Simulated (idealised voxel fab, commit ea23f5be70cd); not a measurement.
You're looking at the process module voxel wiring stack.
Each square cell in cross-section cut measures 5 nm, and the section as a whole is 165 nm wide.
A cross-section in this document is a grid of square cells, and it is written down as bands, the top band listed before the ones below it; a band is made up of one or more rows of cells.
Read a band's entry like this: the first values are the height of its top and the height of its bottom in nm, and what follows is the sequence of materials from left to right, each with its width in nm. Note that "empty" is empty space, and that a single material marked "edge to edge" reaches across the band from edge to edge.
Where do heights start? At 0: under that level the wafer as delivered is made of one material only. And the lowest band has no floor; it just carries on downward, as in "top 0, no bottom".
Width spec "30..40" -> top row of cells at first value, bottom row at second value, equal per-row change in between.
It should be understood that the words "identical to before", when stated for a given step, signify that the cross-section underwent no change in any of its cells during that step.
Basically, "Enclosed void entries" tells you about the enclosed voids: empty spaces with no open way to the top, 8 cells or bigger, each written width x height at distance, where distance is from the left edge, all in nm.
Text after the settings on a step's line: the simulator's own remark on that step.
Each step line may optionally specify "overlay nm", which for a step with a mask gives the rightward distance between the mask's planned place and where it lay, a negative value indicating the leftward direction.
[Process steps foreseen in the plan]
1 RECEIVE (material Si)
2 CONFORMAL_DEP (material SiO2; thk nm 15)
3 DIRECTIONAL_DEP (material TiN; thk nm 5)
4 DIRECTIONAL_DEP (material W; thk nm 15)
5 PATTERN (tone cover; mask id METAL_1; material resist; width nm 30; pitch nm 50; thk nm 15; overlay nm 0)
6 DIRECTIONAL_ETCH (etch materials W; depth nm 15)
7 DIRECTIONAL_ETCH (etch materials TiN; depth nm 5)
8 STRIP (etch materials resist)
9 FILL_DEP (material lowk; thk nm 5)
10 CMP (height nm 35)
11 CONFORMAL_DEP (material SiCN; thk nm 5)
12 DIRECTIONAL_DEP (material SiO2; thk nm 25)
13 MASKED_ETCH (tone open; mask id METAL_2_HOLES; width nm 15; pitch nm 50; etch materials SiO2; depth nm 25; overlay nm 0)
14 PATTERN (tone open; mask id METAL_2; material resist; width nm 30; pitch nm 50; thk nm 15; overlay nm 0)
15 DIRECTIONAL_ETCH (etch materials SiO2; depth nm 15)
16 DIRECTIONAL_ETCH (etch materials SiCN; depth nm 5)
17 STRIP (etch materials resist)
18 CONFORMAL_DEP (material TiN; thk nm 5)
19 FILL_DEP (material Cu; thk nm 5)
20 CMP (height nm 65)
21 CONFORMAL_DEP (material SiCN; thk nm 5)
22 DIRECTIONAL_DEP (material lowk; thk nm 20)
23 PATTERN (tone open; mask id PLUG_2; material resist; width nm 15; pitch nm 50; thk nm 15; overlay nm 0)
24 DIRECTIONAL_ETCH (etch materials lowk; depth nm 20)
25 DIRECTIONAL_ETCH (etch materials SiCN; depth nm 5)
26 STRIP (etch materials resist)
27 EPI (material Ru; thk nm 10)
28 EPI (material Ru; thk nm 10)
29 EPI (material Ru; thk nm 5)
30 DIRECTIONAL_DEP (material TiN; thk nm 5)
31 DIRECTIONAL_DEP (material Ru; thk nm 20)
32 MASKED_ETCH (tone cover; mask id METAL_3; width nm 30; pitch nm 50; etch materials Ru; depth nm 20; overlay nm 0)
33 MASKED_ETCH (tone cover; mask id METAL_3; width nm 30; pitch nm 50; etch materials TiN; depth nm 5; overlay nm 0)
34 FILL_DEP (material SiO2; thk nm 5)
35 CMP (height nm 115)
36 CONFORMAL_DEP (material SiCN; thk nm 5)
[Below: the first of two wafers, run as planned]
[This is the cross-section of the wafer as we received it, i.e. after step 1]
- top 0, no bottom  Si edge to edge
- Enclosed void entries: none
[Cross-section through the wafer, step 2 finished]
- top 15, bottom 0  SiO2 edge to edge
- below 0: unchanged
[Cross-section through the wafer, step 3 finished]
- top 20, bottom 15  TiN edge to edge
- below 15: unchanged
[Cross-section through the wafer, step 4 finished]
- top 35, bottom 20  W edge to edge
- below 20: unchanged
[Cross-section through the wafer, step 5 finished]
- top 50, bottom 35  empty=40; resist=30; empty=20; resist=30; empty=45
- below 35: unchanged
[Cross-section through the wafer, step 6 finished]
- top 50, bottom 35  empty=40; resist=30; empty=20; resist=30; empty=45
- top 35, bottom 20  empty=40; W=30; empty=20; W=30; empty=45
- below 20: unchanged
[Cross-section through the wafer, step 7 finished]
- top 50, bottom 35  empty=40; resist=30; empty=20; resist=30; empty=45
- top 35, bottom 20  empty=40; W=30; empty=20; W=30; empty=45
- top 20, bottom 15  empty=40; TiN=30; empty=20; TiN=30; empty=45
- below 15: unchanged
[Cross-section through the wafer, step 8 finished]
- top 35, bottom 20  empty=40; W=30; empty=20; W=30; empty=45
- below 20: unchanged
[Cross-section through the wafer, step 9 finished]
- top 40, bottom 35  lowk edge to edge
- top 35, bottom 20  lowk=40; W=30; lowk=20; W=30; lowk=45
- top 20, bottom 15  lowk=40; TiN=30; lowk=20; TiN=30; lowk=45
- below 15: unchanged
[Cross-section through the wafer, step 10 finished]
- top 35, bottom 20  lowk=40; W=30; lowk=20; W=30; lowk=45
- below 20: unchanged
[Cross-section through the wafer, step 11 finished]
- top 40, bottom 35  SiCN edge to edge
- below 35: unchanged
[Cross-section through the wafer, step 12 finished]
- top 65, bottom 40  SiO2 edge to edge
- below 40: unchanged
[Cross-section through the wafer, step 13 finished]
- top 65, bottom 40  SiO2=40; empty=15; SiO2=35; empty=15; SiO2=60
- below 40: unchanged
[Cross-section through the wafer, step 14 finished]
- top 80, bottom 65  resist=40; empty=30; resist=20; empty=30; resist=45
- below 65: unchanged
[Cross-section through the wafer, step 15 finished]
- top 80, bottom 65  resist=40; empty=30; resist=20; empty=30; resist=45
- top 65, bottom 50  SiO2=40; empty=30; SiO2=20; empty=30; SiO2=45
- below 50: unchanged
[Cross-section through the wafer, step 16 finished]
- top 80, bottom 65  resist=40; empty=30; resist=20; empty=30; resist=45
- top 65, bottom 50  SiO2=40; empty=30; SiO2=20; empty=30; SiO2=45
- top 50, bottom 40  SiO2=40; empty=15; SiO2=35; empty=15; SiO2=60
- top 40, bottom 35  SiCN=40; empty=15; SiCN=35; empty=15; SiCN=60
- below 35: unchanged
[Cross-section through the wafer, step 17 finished]
- top 65, bottom 50  SiO2=40; empty=30; SiO2=20; empty=30; SiO2=45
- below 50: unchanged
[Cross-section through the wafer, step 18 finished]
- top 70, bottom 65  TiN=45; empty=20; TiN=30; empty=20; TiN=50
- top 65, bottom 55  SiO2=40; TiN=5; empty=20; TiN=5; SiO2=20; TiN=5; empty=20; TiN=5; SiO2=45
- top 55, bottom 50  SiO2=40; TiN=5; empty=5; TiN=20; SiO2=20; TiN=5; empty=5; TiN=20; SiO2=45
- top 50, bottom 40  SiO2=40; TiN=5; empty=5; TiN=5; SiO2=35; TiN=5; empty=5; TiN=5; SiO2=60
- top 40, bottom 35  SiCN=40; TiN=15; SiCN=35; TiN=15; SiCN=60
- below 35: unchanged
[Cross-section through the wafer, step 19 finished]
- top 75, bottom 70  Cu edge to edge
- top 70, bottom 65  TiN=45; Cu=20; TiN=30; Cu=20; TiN=50
- top 65, bottom 55  SiO2=40; TiN=5; Cu=20; TiN=5; SiO2=20; TiN=5; Cu=20; TiN=5; SiO2=45
- top 55, bottom 50  SiO2=40; TiN=5; Cu=5; TiN=20; SiO2=20; TiN=5; Cu=5; TiN=20; SiO2=45
- top 50, bottom 40  SiO2=40; TiN=5; Cu=5; TiN=5; SiO2=35; TiN=5; Cu=5; TiN=5; SiO2=60
- below 40: unchanged
[Cross-section through the wafer, step 20 finished]
- top 65, bottom 55  SiO2=40; TiN=5; Cu=20; TiN=5; SiO2=20; TiN=5; Cu=20; TiN=5; SiO2=45
- below 55: unchanged
[Cross-section through the wafer, step 21 finished]
- top 70, bottom 65  SiCN edge to edge
- below 65: unchanged
[Cross-section through the wafer, step 22 finished]
- top 90, bottom 70  lowk edge to edge
- below 70: unchanged
[Cross-section through the wafer, step 23 finished]
- top 105, bottom 90  resist=40; empty=15; resist=35; empty=15; resist=60
- below 90: unchanged
[Cross-section through the wafer, step 24 finished]
- top 105, bottom 90  resist=40; empty=15; resist=35; empty=15; resist=60
- top 90, bottom 70  lowk=40; empty=15; lowk=35; empty=15; lowk=60
- below 70: unchanged
[Cross-section through the wafer, step 25 finished]
- top 105, bottom 90  resist=40; empty=15; resist=35; empty=15; resist=60
- top 90, bottom 70  lowk=40; empty=15; lowk=35; empty=15; lowk=60
- top 70, bottom 65  SiCN=40; empty=15; SiCN=35; empty=15; SiCN=60
- below 65: unchanged
[Cross-section through the wafer, step 26 finished]
- top 90, bottom 70  lowk=40; empty=15; lowk=35; empty=15; lowk=60
- below 70: unchanged
[Cross-section through the wafer, step 27 finished]
- top 90, bottom 75  lowk=40; empty=15; lowk=35; empty=15; lowk=60
- top 75, bottom 70  lowk=40; Ru=15; lowk=35; Ru=15; lowk=60
- top 70, bottom 65  SiCN=40; Ru=15; SiCN=35; Ru=15; SiCN=60
- below 65: unchanged
[Cross-section through the wafer, step 28 finished]
- top 90, bottom 85  lowk=40; empty=15; lowk=35; empty=15; lowk=60
- top 85, bottom 70  lowk=40; Ru=15; lowk=35; Ru=15; lowk=60
- below 70: unchanged
[Cross-section through the wafer, step 29 finished]
- top 90, bottom 70  lowk=40; Ru=15; lowk=35; Ru=15; lowk=60
- below 70: unchanged
[Cross-section through the wafer, step 30 finished]
- top 95, bottom 90  TiN edge to edge
- below 90: unchanged
[Cross-section through the wafer, step 31 finished]
- top 115, bottom 95  Ru edge to edge
- below 95: unchanged
[Cross-section through the wafer, step 32 finished]
- top 115, bottom 95  empty=40; Ru=30; empty=20; Ru=30; empty=45
- below 95: unchanged
[Cross-section through the wafer, step 33 finished]
- top 115, bottom 95  empty=40; Ru=30; empty=20; Ru=30; empty=45
- top 95, bottom 90  empty=40; TiN=30; empty=20; TiN=30; empty=45
- below 90: unchanged
[Cross-section through the wafer, step 34 finished]
- top 120, bottom 115  SiO2 edge to edge
- top 115, bottom 95  SiO2=40; Ru=30; SiO2=20; Ru=30; SiO2=45
- top 95, bottom 90  SiO2=40; TiN=30; SiO2=20; TiN=30; SiO2=45
- below 90: unchanged
[Cross-section through the wafer, step 35 finished]
- top 115, bottom 95  SiO2=40; Ru=30; SiO2=20; Ru=30; SiO2=45
- below 95: unchanged
[Cross-section through the wafer, step 36 finished]
- top 120, bottom 115  SiCN edge to edge
- below 115: unchanged
[second wafer: like start, like plan, one mistake. Through step 14 it matches the first wafer]
[What the second wafer looks like in cross-section when step 15 should have wrapped up]
- top 80, bottom 65  resist=40; empty=30; resist=20; empty=30; resist=45
- top 65, bottom 45  SiO2=40; empty=30; SiO2=20; empty=30; SiO2=45
- below 45: unchanged
[What the second wafer looks like in cross-section when step 16 should have wrapped up]
- top 80, bottom 65  resist=40; empty=30; resist=20; empty=30; resist=45
- top 65, bottom 45  SiO2=40; empty=30; SiO2=20; empty=30; SiO2=45
- top 45, bottom 40  SiO2=40; empty=15; SiO2=35; empty=15; SiO2=60
- top 40, bottom 35  SiCN=40; empty=15; SiCN=35; empty=15; SiCN=60
- below 35: unchanged
[What the second wafer looks like in cross-section when step 17 should have wrapped up]
- top 65, bottom 45  SiO2=40; empty=30; SiO2=20; empty=30; SiO2=45
- below 45: unchanged
[What the second wafer looks like in cross-section when step 18 should have wrapped up]
- top 70, bottom 65  TiN=45; empty=20; TiN=30; empty=20; TiN=50
- top 65, bottom 50  SiO2=40; TiN=5; empty=20; TiN=5; SiO2=20; TiN=5; empty=20; TiN=5; SiO2=45
- top 50, bottom 40  SiO2=40; TiN=5; empty=5; TiN=20..5; SiO2=20..35; TiN=5; empty=5; TiN=20..5; SiO2=45..60
- top 40, bottom 35  SiCN=40; TiN=15; SiCN=35; TiN=15; SiCN=60
- below 35: unchanged
[What the second wafer looks like in cross-section when step 19 should have wrapped up]
- top 75, bottom 70  Cu edge to edge
- top 70, bottom 65  TiN=45; Cu=20; TiN=30; Cu=20; TiN=50
- top 65, bottom 50  SiO2=40; TiN=5; Cu=20; TiN=5; SiO2=20; TiN=5; Cu=20; TiN=5; SiO2=45
- top 50, bottom 40  SiO2=40; TiN=5; Cu=5; TiN=20..5; SiO2=20..35; TiN=5; Cu=5; TiN=20..5; SiO2=45..60
- below 40: unchanged
[What the second wafer looks like in cross-section when step 20 should have wrapped up]
- top 65, bottom 50  SiO2=40; TiN=5; Cu=20; TiN=5; SiO2=20; TiN=5; Cu=20; TiN=5; SiO2=45
- below 50: unchanged
[What the second wafer looks like in cross-section when step 21 should have wrapped up]
- top 70, bottom 65  SiCN edge to edge
- below 65: unchanged
[What the second wafer looks like in cross-section when step 22 should have wrapped up]
- top 90, bottom 70  lowk edge to edge
- below 70: unchanged
[What the second wafer looks like in cross-section when step 23 should have wrapped up]
- top 105, bottom 90  resist=40; empty=15; resist=35; empty=15; resist=60
- below 90: unchanged
[What the second wafer looks like in cross-section when step 24 should have wrapped up]
- top 105, bottom 90  resist=40; empty=15; resist=35; empty=15; resist=60
- top 90, bottom 70  lowk=40; empty=15; lowk=35; empty=15; lowk=60
- below 70: unchanged
[What the second wafer looks like in cross-section when step 25 should have wrapped up]
- top 105, bottom 90  resist=40; empty=15; resist=35; empty=15; resist=60
- top 90, bottom 70  lowk=40; empty=15; lowk=35; empty=15; lowk=60
- top 70, bottom 65  SiCN=40; empty=15; SiCN=35; empty=15; SiCN=60
- below 65: unchanged
[What the second wafer looks like in cross-section when step 26 should have wrapped up]
- top 90, bottom 70  lowk=40; empty=15; lowk=35; empty=15; lowk=60
- below 70: unchanged
[What the second wafer looks like in cross-section when step 27 should have wrapped up]
- top 90, bottom 75  lowk=40; empty=15; lowk=35; empty=15; lowk=60
- top 75, bottom 70  lowk=40; Ru=15; lowk=35; Ru=15; lowk=60
- top 70, bottom 65  SiCN=40; Ru=15; SiCN=35; Ru=15; SiCN=60
- below 65: unchanged
[What the second wafer looks like in cross-section when step 28 should have wrapped up]
- top 90, bottom 85  lowk=40; empty=15; lowk=35; empty=15; lowk=60
- top 85, bottom 70  lowk=40; Ru=15; lowk=35; Ru=15; lowk=60
- below 70: unchanged
[What the second wafer looks like in cross-section when step 29 should have wrapped up]
- top 90, bottom 70  lowk=40; Ru=15; lowk=35; Ru=15; lowk=60
- below 70: unchanged
[What the second wafer looks like in cross-section when step 30 should have wrapped up]
- top 95, bottom 90  TiN edge to edge
- below 90: unchanged
[What the second wafer looks like in cross-section when step 31 should have wrapped up]
- top 115, bottom 95  Ru edge to edge
- below 95: unchanged
[What the second wafer looks like in cross-section when step 32 should have wrapped up]
- top 115, bottom 95  empty=40; Ru=30; empty=20; Ru=30; empty=45
- below 95: unchanged
[What the second wafer looks like in cross-section when step 33 should have wrapped up]
- top 115, bottom 95  empty=40; Ru=30; empty=20; Ru=30; empty=45
- top 95, bottom 90  empty=40; TiN=30; empty=20; TiN=30; empty=45
- below 90: unchanged
[What the second wafer looks like in cross-section when step 34 should have wrapped up]
- top 120, bottom 115  SiO2 edge to edge
- top 115, bottom 95  SiO2=40; Ru=30; SiO2=20; Ru=30; SiO2=45
- top 95, bottom 90  SiO2=40; TiN=30; SiO2=20; TiN=30; SiO2=45
- below 90: unchanged
[What the second wafer looks like in cross-section when step 35 should have wrapped up]
- top 115, bottom 95  SiO2=40; Ru=30; SiO2=20; Ru=30; SiO2=45
- below 95: unchanged
[What the second wafer looks like in cross-section when step 36 should have wrapped up]
- top 120, bottom 115  SiCN edge to edge
- below 115: unchanged
Nonconformance to the process plan: step 15 did not happen as planned, as run it was DIRECTIONAL_ETCH (etch materials SiO2; depth nm 20)
At the finish, the second wafer shows more or fewer cells for some materials than the first does: 6 more of Cu; 6 fewer of SiO2
